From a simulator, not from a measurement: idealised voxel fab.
process module | voxel double patterning
cross-section cut | 230 nm wide | cells 5 nm
A cross-section is a grid of square cells, given in bands from the top down. A band is one or more rows of cells.
Each band's line starts with the height of the band's top and of its bottom, in nm. Then come its materials from left to right, each with its width in nm. One material with "throughout" fills the band from edge to edge. "air" is empty space.
Height 0 is the level under which the wafer as received is all one material. The lowest band goes on downwards, as in "0 down".
A width such as "30 to 40" changes by the same amount from each row of cells to the next, from the band's top row to its bottom row.
"no change" after a step means that no cell of the cross-section changed.
closed voids: empty space of 8 cells or more with no open way to the top, each as width x height at its distance from the left edge, in nm
after a step's settings: what the simulator itself notes on the step
overlay nm, on a step with a mask: how far to the right of its planned place the mask lay; to the left if negative
Each pair below shows a cross-section before one step and the cross-section after it, down to the lowest band that changed. The line under each pair gives the step between them, with its settings. The pairs can come from different runs of this module on the same starting wafer, so a pair continues from the pair above only where its "before" says so.
before
  0 down: Si throughout
  closed voids: none
after
  5 to 0: SiN throughout
  below 0: unchanged
  closed voids: none
the step between: op CONFORMAL_DEP | material SiN | thk nm 5
before: the cross-section after the pair above
after
  20 to 5: SiO2 throughout
  below 5: unchanged
  closed voids: none
the step between: op DIRECTIONAL_DEP | material SiO2 | thk nm 15
before: the cross-section after the pair above
after
  30 to 20: SiCN throughout
  below 20: unchanged
  closed voids: none
the step between: op DIRECTIONAL_DEP | material SiCN | thk nm 10
before: the cross-section after the pair above
after
  45 to 30: resist 55 | air 15 | resist 35 | air 15 | resist 35 | air 15 | resist 60
  below 30: unchanged
  closed voids: none
the step between: op PATTERN | tone open | mask id FIRST | material resist | width nm 15 | pitch nm 50 | thk nm 15 | overlay nm 0
before: the cross-section after the pair above
after
  45 to 30: resist 55 | air 15 | resist 35 | air 15 | resist 35 | air 15 | resist 60
  30 to 20: SiCN 55 | air 15 | SiCN 35 | air 15 | SiCN 35 | air 15 | SiCN 60
  below 20: unchanged
  closed voids: none
the step between: op DIRECTIONAL_ETCH | etch materials SiCN | depth nm 10
before: the cross-section after the pair above
after
  30 to 20: SiCN 55 | air 15 | SiCN 35 | air 15 | SiCN 35 | air 15 | SiCN 60
  below 20: unchanged
  closed voids: none
the step between: op STRIP | etch materials resist
before: the cross-section after the pair above
after
  50 to 30: resist 80 | air 15 | resist 35 | air 15 | resist 85
  30 to 20: SiCN 55 | resist 15 | SiCN 35 | resist 15 | SiCN 35 | resist 15 | SiCN 60
  below 20: unchanged
  closed voids: none
the step between: op PATTERN | tone open | mask id SECOND | material resist | width nm 15 | pitch nm 50 | thk nm 20 | overlay nm 0
before: the cross-section after the pair above
after
  50 to 30: resist 80 | air 15 | resist 35 | air 15 | resist 85
  30 to 20: SiCN 55 | resist 15 | SiCN 10 | air 15 | SiCN 10 | resist 15 | SiCN 10 | air 15 | SiCN 10 | resist 15 | SiCN 60
  below 20: unchanged
  closed voids: none
the step between: op DIRECTIONAL_ETCH | etch materials SiCN | depth nm 10
before: the cross-section after the pair above
after
  30 to 20: SiCN 55 | air 15 | SiCN 10 | air 15 | SiCN 10 | air 15 | SiCN 10 | air 15 | SiCN 10 | air 15 | SiCN 60
  below 20: unchanged
  closed voids: none
the step between: op STRIP | etch materials resist
before: the cross-section after the pair above
after
  30 to 20: SiCN 55 | air 15 | SiCN 10 | air 15 | SiCN 10 | air 15 | SiCN 10 | air 15 | SiCN 10 | air 15 | SiCN 60
  20 to 5: SiO2 55 | air 15 | SiO2 10 | air 15 | SiO2 10 | air 15 | SiO2 10 | air 15 | SiO2 10 | air 15 | SiO2 60
  below 5: unchanged
  closed voids: none
the step between: op DIRECTIONAL_ETCH | etch materials SiO2 | depth nm 15
before: the cross-section after the pair above
after
  20 to 5: SiO2 55 | air 15 | SiO2 10 | air 15 | SiO2 10 | air 15 | SiO2 10 | air 15 | SiO2 10 | air 15 | SiO2 60
  below 5: unchanged
  closed voids: none
the step between: op STRIP | etch materials SiCN
before
  0 down: Si throughout
  closed voids: none
after
  15 to 0: SiO2 throughout
  below 0: unchanged
  closed voids: none
the step between: op DIRECTIONAL_DEP | material SiO2 | thk nm 15
before: the cross-section after the pair above
after
  25 to 15: SiCN throughout
  below 15: unchanged
  closed voids: none
the step between: op DIRECTIONAL_DEP | material SiCN | thk nm 10
before: the cross-section after the pair above
after
  40 to 25: resist 55 | air 15 | resist 35 | air 15 | resist 35 | air 15 | resist 60
  below 25: unchanged
  closed voids: none
the step between: op PATTERN | tone open | mask id FIRST | material resist | width nm 15 | pitch nm 50 | thk nm 15 | overlay nm 0
before: the cross-section after the pair above
after
  40 to 25: resist 55 | air 15 | resist 35 | air 15 | resist 35 | air 15 | resist 60
  25 to 15: SiCN 55 | air 15 | SiCN 35 | air 15 | SiCN 35 | air 15 | SiCN 60
  below 15: unchanged
  closed voids: none
the step between: op DIRECTIONAL_ETCH | etch materials SiCN | depth nm 10
before: the cross-section after the pair above
after
  25 to 15: SiCN 55 | air 15 | SiCN 35 | air 15 | SiCN 35 | air 15 | SiCN 60
  below 15: unchanged
  closed voids: none
the step between: op STRIP | etch materials resist
before: the cross-section after the pair above
after
  45 to 25: resist 80 | air 15 | resist 35 | air 15 | resist 85
  25 to 15: SiCN 55 | resist 15 | SiCN 35 | resist 15 | SiCN 35 | resist 15 | SiCN 60
  below 15: unchanged
  closed voids: none
the step between: op PATTERN | tone open | mask id SECOND | material resist | width nm 15 | pitch nm 50 | thk nm 20 | overlay nm 0
before: the cross-section after the pair above
after
  45 to 25: resist 80 | air 15 | resist 35 | air 15 | resist 85
  25 to 15: SiCN 55 | resist 15 | SiCN 10 | air 15 | SiCN 10 | resist 15 | SiCN 10 | air 15 | SiCN 10 | resist 15 | SiCN 60
  below 15: unchanged
  closed voids: none
the step between: op DIRECTIONAL_ETCH | etch materials SiCN | depth nm 10
before: the cross-section after the pair above
after
  25 to 15: SiCN 55 | air 15 | SiCN 10 | air 15 | SiCN 10 | air 15 | SiCN 10 | air 15 | SiCN 10 | air 15 | SiCN 60
  below 15: unchanged
  closed voids: none
the step between: op STRIP | etch materials resist
before: the cross-section after the pair above
after
  25 to 15: SiCN 55 | air 15 | SiCN 10 | air 15 | SiCN 10 | air 15 | SiCN 10 | air 15 | SiCN 10 | air 15 | SiCN 60
  15 to 0: SiO2 55 | air 15 | SiO2 10 | air 15 | SiO2 10 | air 15 | SiO2 10 | air 15 | SiO2 10 | air 15 | SiO2 60
  below 0: unchanged
  closed voids: none
the step between: op DIRECTIONAL_ETCH | etch materials SiO2 | depth nm 15
before: the cross-section after the pair above
after
  15 to 0: SiO2 55 | air 15 | SiO2 10 | air 15 | SiO2 10 | air 15 | SiO2 10 | air 15 | SiO2 10 | air 15 | SiO2 60
  below 0: unchanged
  closed voids: none
the step between: op STRIP | etch materials SiCN
before
  20 to 5: SiO2 throughout
  5 to 0: SiN throughout
  0 down: Si throughout
  closed voids: none
after
  35 to 5: SiO2 throughout
  below 5: unchanged
  closed voids: none
the step between: op DIRECTIONAL_DEP | material SiO2 | thk nm 15
before: the cross-section after the pair above
after
  45 to 35: SiCN throughout
  below 35: unchanged
  closed voids: none
the step between: op DIRECTIONAL_DEP | material SiCN | thk nm 10
before: the cross-section after the pair above
after
  60 to 45: resist 55 | air 15 | resist 35 | air 15 | resist 35 | air 15 | resist 60
  below 45: unchanged
  closed voids: none
the step between: op PATTERN | tone open | mask id FIRST | material resist | width nm 15 | pitch nm 50 | thk nm 15 | overlay nm 0
before: the cross-section after the pair above
after
  60 to 45: resist 55 | air 15 | resist 35 | air 15 | resist 35 | air 15 | resist 60
  45 to 35: SiCN 55 | air 15 | SiCN 35 | air 15 | SiCN 35 | air 15 | SiCN 60
  below 35: unchanged
  closed voids: none
the step between: op DIRECTIONAL_ETCH | etch materials SiCN | depth nm 10
before: the cross-section after the pair above
after
  45 to 35: SiCN 55 | air 15 | SiCN 35 | air 15 | SiCN 35 | air 15 | SiCN 60
  below 35: unchanged
  closed voids: none
the step between: op STRIP | etch materials resist
before: the cross-section after the pair above
after
  65 to 45: resist 80 | air 15 | resist 35 | air 15 | resist 85
  45 to 35: SiCN 55 | resist 15 | SiCN 35 | resist 15 | SiCN 35 | resist 15 | SiCN 60
  below 35: unchanged
  closed voids: none
the step between: op PATTERN | tone open | mask id SECOND | material resist | width nm 15 | pitch nm 50 | thk nm 20 | overlay nm 0
before: the cross-section after the pair above
after
  65 to 45: resist 80 | air 15 | resist 35 | air 15 | resist 85
  45 to 35: SiCN 55 | resist 15 | SiCN 10 | air 15 | SiCN 10 | resist 15 | SiCN 10 | air 15 | SiCN 10 | resist 15 | SiCN 60
  below 35: unchanged
  closed voids: none
the step between: op DIRECTIONAL_ETCH | etch materials SiCN | depth nm 10
before: the cross-section after the pair above
after
  45 to 35: SiCN 55 | air 15 | SiCN 10 | air 15 | SiCN 10 | air 15 | SiCN 10 | air 15 | SiCN 10 | air 15 | SiCN 60
  below 35: unchanged
  closed voids: none
the step between: op STRIP | etch materials resist
before: the cross-section after the pair above
after
  45 to 35: SiCN 55 | air 15 | SiCN 10 | air 15 | SiCN 10 | air 15 | SiCN 10 | air 15 | SiCN 10 | air 15 | SiCN 60
  35 to 20: SiO2 55 | air 15 | SiO2 10 | air 15 | SiO2 10 | air 15 | SiO2 10 | air 15 | SiO2 10 | air 15 | SiO2 60
  below 20: unchanged
  closed voids: none
the step between: op DIRECTIONAL_ETCH | etch materials SiO2 | depth nm 15
before: the cross-section after the pair above
after
  35 to 20: SiO2 55 | air 15 | SiO2 10 | air 15 | SiO2 10 | air 15 | SiO2 10 | air 15 | SiO2 10 | air 15 | SiO2 60
  below 20: unchanged
  closed voids: none
the step between: op STRIP | etch materials SiCN
before
  15 to 0: SiO2 throughout
  0 down: Si throughout
  closed voids: none
after
  20 to 15: SiN throughout
  below 15: unchanged
  closed voids: none
the step between: op CONFORMAL_DEP | material SiN | thk nm 5
before: the cross-section after the pair above
after
  30 to 20: SiCN throughout
  below 20: unchanged
  closed voids: none
the step between: op DIRECTIONAL_DEP | material SiCN | thk nm 10
before: the cross-section after the pair above
after
  45 to 30: resist 55 | air 15 | resist 35 | air 15 | resist 35 | air 15 | resist 60
  below 30: unchanged
  closed voids: none
the step between: op PATTERN | tone open | mask id FIRST | material resist | width nm 15 | pitch nm 50 | thk nm 15 | overlay nm 0
before: the cross-section after the pair above
after
  45 to 30: resist 55 | air 15 | resist 35 | air 15 | resist 35 | air 15 | resist 60
  30 to 20: SiCN 55 | air 15 | SiCN 35 | air 15 | SiCN 35 | air 15 | SiCN 60
  below 20: unchanged
  closed voids: none
the step between: op DIRECTIONAL_ETCH | etch materials SiCN | depth nm 10
before: the cross-section after the pair above
after
  30 to 20: SiCN 55 | air 15 | SiCN 35 | air 15 | SiCN 35 | air 15 | SiCN 60
  below 20: unchanged
  closed voids: none
the step between: op STRIP | etch materials resist
before: the cross-section after the pair above
after
  50 to 30: resist 80 | air 15 | resist 35 | air 15 | resist 85
  30 to 20: SiCN 55 | resist 15 | SiCN 35 | resist 15 | SiCN 35 | resist 15 | SiCN 60
  below 20: unchanged
  closed voids: none
the step between: op PATTERN | tone open | mask id SECOND | material resist | width nm 15 | pitch nm 50 | thk nm 20 | overlay nm 0
before: the cross-section after the pair above
after
  50 to 30: resist 80 | air 15 | resist 35 | air 15 | resist 85
  30 to 20: SiCN 55 | resist 15 | SiCN 10 | air 15 | SiCN 10 | resist 15 | SiCN 10 | air 15 | SiCN 10 | resist 15 | SiCN 60
  below 20: unchanged
  closed voids: none
the step between: op DIRECTIONAL_ETCH | etch materials SiCN | depth nm 10
before: the cross-section after the pair above
after
  30 to 20: SiCN 55 | air 15 | SiCN 10 | air 15 | SiCN 10 | air 15 | SiCN 10 | air 15 | SiCN 10 | air 15 | SiCN 60
  below 20: unchanged
  closed voids: none
the step between: op STRIP | etch materials resist
before: the cross-section after the pair above
after
  20 to 15: SiN throughout
  below 15: unchanged
  closed voids: none
the step between: op STRIP | etch materials SiCN
before
  5 to 0: SiN throughout
  0 down: Si throughout
  closed voids: none
after
  25 to 5: SiO2 throughout
  below 5: unchanged
  closed voids: none
the step between: op DIRECTIONAL_DEP | material SiO2 | thk nm 20
before: the cross-section after the pair above
after
  35 to 25: SiCN throughout
  below 25: unchanged
  closed voids: none
the step between: op DIRECTIONAL_DEP | material SiCN | thk nm 10
before: the cross-section after the pair above
after
  50 to 35: resist 55 | air 15 | resist 35 | air 15 | resist 35 | air 15 | resist 60
  below 35: unchanged
  closed voids: none
the step between: op PATTERN | tone open | mask id FIRST | material resist | width nm 15 | pitch nm 50 | thk nm 15 | overlay nm 0
before: the cross-section after the pair above
after
  50 to 35: resist 55 | air 15 | resist 35 | air 15 | resist 35 | air 15 | resist 60
  35 to 25: SiCN 55 | air 15 | SiCN 35 | air 15 | SiCN 35 | air 15 | SiCN 60
  below 25: unchanged
  closed voids: none
the step between: op DIRECTIONAL_ETCH | etch materials SiCN | depth nm 10
before: the cross-section after the pair above
after
  35 to 25: SiCN 55 | air 15 | SiCN 35 | air 15 | SiCN 35 | air 15 | SiCN 60
  below 25: unchanged
  closed voids: none
the step between: op STRIP | etch materials resist
before: the cross-section after the pair above
after
  55 to 35: resist 80 | air 15 | resist 35 | air 15 | resist 85
  35 to 25: SiCN 55 | resist 15 | SiCN 35 | resist 15 | SiCN 35 | resist 15 | SiCN 60
  below 25: unchanged
  closed voids: none
the step between: op PATTERN | tone open | mask id SECOND | material resist | width nm 15 | pitch nm 50 | thk nm 20 | overlay nm 0
before: the cross-section after the pair above
after
  55 to 35: resist 80 | air 15 | resist 35 | air 15 | resist 85
  35 to 25: SiCN 55 | resist 15 | SiCN 10 | air 15 | SiCN 10 | resist 15 | SiCN 10 | air 15 | SiCN 10 | resist 15 | SiCN 60
  below 25: unchanged
  closed voids: none
the step between: op DIRECTIONAL_ETCH | etch materials SiCN | depth nm 10
before: the cross-section after the pair above
after
  35 to 25: SiCN 55 | air 15 | SiCN 10 | air 15 | SiCN 10 | air 15 | SiCN 10 | air 15 | SiCN 10 | air 15 | SiCN 60
  below 25: unchanged
  closed voids: none
the step between: op STRIP | etch materials resist
before: the cross-section after the pair above
after
  35 to 25: SiCN 55 | air 15 | SiCN 10 | air 15 | SiCN 10 | air 15 | SiCN 10 | air 15 | SiCN 10 | air 15 | SiCN 60
  25 to 10: SiO2 55 | air 15 | SiO2 10 | air 15 | SiO2 10 | air 15 | SiO2 10 | air 15 | SiO2 10 | air 15 | SiO2 60
  below 10: unchanged
  closed voids: none
the step between: op DIRECTIONAL_ETCH | etch materials SiO2 | depth nm 15
before: the cross-section after the pair above
after
  25 to 10: SiO2 55 | air 15 | SiO2 10 | air 15 | SiO2 10 | air 15 | SiO2 10 | air 15 | SiO2 10 | air 15 | SiO2 60
  below 10: unchanged
  closed voids: none
the step between: op STRIP | etch materials SiCN
before
  30 to 20: SiCN 55 | air 15 | SiCN 35 | air 15 | SiCN 35 | air 15 | SiCN 60
  20 to 5: SiO2 throughout
  5 to 0: SiN throughout
  0 down: Si throughout
  closed voids: none
after
  50 to 30: resist 75 | air 25 | resist 25 | air 25 | resist 80
  30 to 20: SiCN 55 | resist 15 | SiCN 35 | resist 15 | SiCN 35 | resist 15 | SiCN 60
  below 20: unchanged
  closed voids: none
the step between: op PATTERN | tone open | mask id SECOND | material resist | width nm 25 | pitch nm 50 | thk nm 20 | overlay nm 0
before: the cross-section after the pair above
after
  50 to 30: resist 75 | air 25 | resist 25 | air 25 | resist 80
  30 to 20: SiCN 55 | resist 15 | SiCN 5 | air 25 | SiCN 5 | resist 15 | SiCN 5 | air 25 | SiCN 5 | resist 15 | SiCN 60
  below 20: unchanged
  closed voids: none
the step between: op DIRECTIONAL_ETCH | etch materials SiCN | depth nm 10
before: the cross-section after the pair above
after
  30 to 20: SiCN 55 | air 15 | SiCN 5 | air 25 | SiCN 5 | air 15 | SiCN 5 | air 25 | SiCN 5 | air 15 | SiCN 60
  below 20: unchanged
  closed voids: none
the step between: op STRIP | etch materials resist
before: the cross-section after the pair above
after
  30 to 20: SiCN 55 | air 15 | SiCN 5 | air 25 | SiCN 5 | air 15 | SiCN 5 | air 25 | SiCN 5 | air 15 | SiCN 60
  20 to 5: SiO2 55 | air 15 | SiO2 5 | air 25 | SiO2 5 | air 15 | SiO2 5 | air 25 | SiO2 5 | air 15 | SiO2 60
  below 5: unchanged
  closed voids: none
the step between: op DIRECTIONAL_ETCH | etch materials SiO2 | depth nm 15
before: the cross-section after the pair above
after
  20 to 5: SiO2 55 | air 15 | SiO2 5 | air 25 | SiO2 5 | air 15 | SiO2 5 | air 25 | SiO2 5 | air 15 | SiO2 60
  below 5: unchanged
  closed voids: none
the step between: op STRIP | etch materials SiCN
before
  30 to 20: SiCN throughout
  20 to 5: SiO2 throughout
  5 to 0: SiN throughout
  0 down: Si throughout
  closed voids: none
after
  45 to 30: resist 60 | air 15 | resist 35 | air 15 | resist 35 | air 15 | resist 55
  below 30: unchanged
  closed voids: none
the step between: op PATTERN | tone open | mask id FIRST | material resist | width nm 15 | pitch nm 50 | thk nm 15 | overlay nm 5
before: the cross-section after the pair above
after
  45 to 30: resist 60 | air 15 | resist 35 | air 15 | resist 35 | air 15 | resist 55
  30 to 20: SiCN 60 | air 15 | SiCN 35 | air 15 | SiCN 35 | air 15 | SiCN 55
  below 20: unchanged
  closed voids: none
the step between: op DIRECTIONAL_ETCH | etch materials SiCN | depth nm 10
before: the cross-section after the pair above
after
  30 to 20: SiCN 60 | air 15 | SiCN 35 | air 15 | SiCN 35 | air 15 | SiCN 55
  below 20: unchanged
  closed voids: none
the step between: op STRIP | etch materials resist
before: the cross-section after the pair above
after
  50 to 30: resist 80 | air 15 | resist 35 | air 15 | resist 85
  30 to 20: SiCN 60 | resist 15 | SiCN 35 | resist 15 | SiCN 35 | resist 15 | SiCN 55
  below 20: unchanged
  closed voids: none
the step between: op PATTERN | tone open | mask id SECOND | material resist | width nm 15 | pitch nm 50 | thk nm 20 | overlay nm 0
before: the cross-section after the pair above
after
  50 to 30: resist 80 | air 15 | resist 35 | air 15 | resist 85
  30 to 20: SiCN 60 | resist 15 | SiCN 5 | air 15 | SiCN 15 | resist 15 | SiCN 5 | air 15 | SiCN 15 | resist 15 | SiCN 55
  below 20: unchanged
  closed voids: none
the step between: op DIRECTIONAL_ETCH | etch materials SiCN | depth nm 10
before: the cross-section after the pair above
after
  30 to 20: SiCN 60 | air 15 | SiCN 5 | air 15 | SiCN 15 | air 15 | SiCN 5 | air 15 | SiCN 15 | air 15 | SiCN 55
  below 20: unchanged
  closed voids: none
the step between: op STRIP | etch materials resist
before: the cross-section after the pair above
after
  30 to 20: SiCN 60 | air 15 | SiCN 5 | air 15 | SiCN 15 | air 15 | SiCN 5 | air 15 | SiCN 15 | air 15 | SiCN 55
  20 to 5: SiO2 60 | air 15 | SiO2 5 | air 15 | SiO2 15 | air 15 | SiO2 5 | air 15 | SiO2 15 | air 15 | SiO2 55
  below 5: unchanged
  closed voids: none
the step between: op DIRECTIONAL_ETCH | etch materials SiO2 | depth nm 15
before: the cross-section after the pair above
after
  20 to 5: SiO2 60 | air 15 | SiO2 5 | air 15 | SiO2 15 | air 15 | SiO2 5 | air 15 | SiO2 15 | air 15 | SiO2 55
  below 5: unchanged
  closed voids: none
the step between: op STRIP | etch materials SiCN
before
  5 to 0: SiN throughout
  0 down: Si throughout
  closed voids: none
after
  20 to 0: SiN throughout
  below 0: unchanged
  closed voids: none
the step between: op DIRECTIONAL_DEP | material SiN | thk nm 15
before: the cross-section after the pair above
after
  30 to 20: SiCN throughout
  below 20: unchanged
  closed voids: none
the step between: op DIRECTIONAL_DEP | material SiCN | thk nm 10
before: the cross-section after the pair above
after
  45 to 30: resist 55 | air 15 | resist 35 | air 15 | resist 35 | air 15 | resist 60
  below 30: unchanged
  closed voids: none
the step between: op PATTERN | tone open | mask id FIRST | material resist | width nm 15 | pitch nm 50 | thk nm 15 | overlay nm 0
before: the cross-section after the pair above
after
  45 to 30: resist 55 | air 15 | resist 35 | air 15 | resist 35 | air 15 | resist 60
  30 to 20: SiCN 55 | air 15 | SiCN 35 | air 15 | SiCN 35 | air 15 | SiCN 60
  below 20: unchanged
  closed voids: none
the step between: op DIRECTIONAL_ETCH | etch materials SiCN | depth nm 10
before: the cross-section after the pair above
after
  30 to 20: SiCN 55 | air 15 | SiCN 35 | air 15 | SiCN 35 | air 15 | SiCN 60
  below 20: unchanged
  closed voids: none
the step between: op STRIP | etch materials resist
before: the cross-section after the pair above
after
  50 to 30: resist 80 | air 15 | resist 35 | air 15 | resist 85
  30 to 20: SiCN 55 | resist 15 | SiCN 35 | resist 15 | SiCN 35 | resist 15 | SiCN 60
  below 20: unchanged
  closed voids: none
the step between: op PATTERN | tone open | mask id SECOND | material resist | width nm 15 | pitch nm 50 | thk nm 20 | overlay nm 0
before: the cross-section after the pair above
after
  50 to 30: resist 80 | air 15 | resist 35 | air 15 | resist 85
  30 to 20: SiCN 55 | resist 15 | SiCN 10 | air 15 | SiCN 10 | resist 15 | SiCN 10 | air 15 | SiCN 10 | resist 15 | SiCN 60
  below 20: unchanged
  closed voids: none
the step between: op DIRECTIONAL_ETCH | etch materials SiCN | depth nm 10
before: the cross-section after the pair above
after
  30 to 20: SiCN 55 | air 15 | SiCN 10 | air 15 | SiCN 10 | air 15 | SiCN 10 | air 15 | SiCN 10 | air 15 | SiCN 60
  below 20: unchanged
  closed voids: none
the step between: op STRIP | etch materials resist
before: the cross-section after the pair above
after
  20 to 0: SiN throughout
  below 0: unchanged
  closed voids: none
the step between: op STRIP | etch materials SiCN
before
  30 to 20: SiCN 55 | air 15 | SiCN 35 | air 15 | SiCN 35 | air 15 | SiCN 60
  20 to 5: SiO2 throughout
  5 to 0: SiN throughout
  0 down: Si throughout
  closed voids: none
after
  50 to 30: air 80 | resist 15 | air 35 | resist 15 | air 85
  below 30: unchanged
  closed voids: none
the step between: op PATTERN | tone cover | mask id SECOND | material resist | width nm 15 | pitch nm 50 | thk nm 20 | overlay nm 0
before: the cross-section after the pair above
after
  50 to 30: air 80 | resist 15 | air 35 | resist 15 | air 85
  30 to 20: air 80 | SiCN 15 | air 35 | SiCN 15 | air 85
  below 20: unchanged
  closed voids: none
the step between: op DIRECTIONAL_ETCH | etch materials SiCN | depth nm 10
before: the cross-section after the pair above
after
  30 to 20: air 80 | SiCN 15 | air 35 | SiCN 15 | air 85
  below 20: unchanged
  closed voids: none
the step between: op STRIP | etch materials resist
before: the cross-section after the pair above
after
  30 to 20: air 80 | SiCN 15 | air 35 | SiCN 15 | air 85
  20 to 5: air 80 | SiO2 15 | air 35 | SiO2 15 | air 85
  below 5: unchanged
  closed voids: none
the step between: op DIRECTIONAL_ETCH | etch materials SiO2 | depth nm 15
before: the cross-section after the pair above
after
  20 to 5: air 80 | SiO2 15 | air 35 | SiO2 15 | air 85
  below 5: unchanged
  closed voids: none
the step between: op STRIP | etch materials SiCN
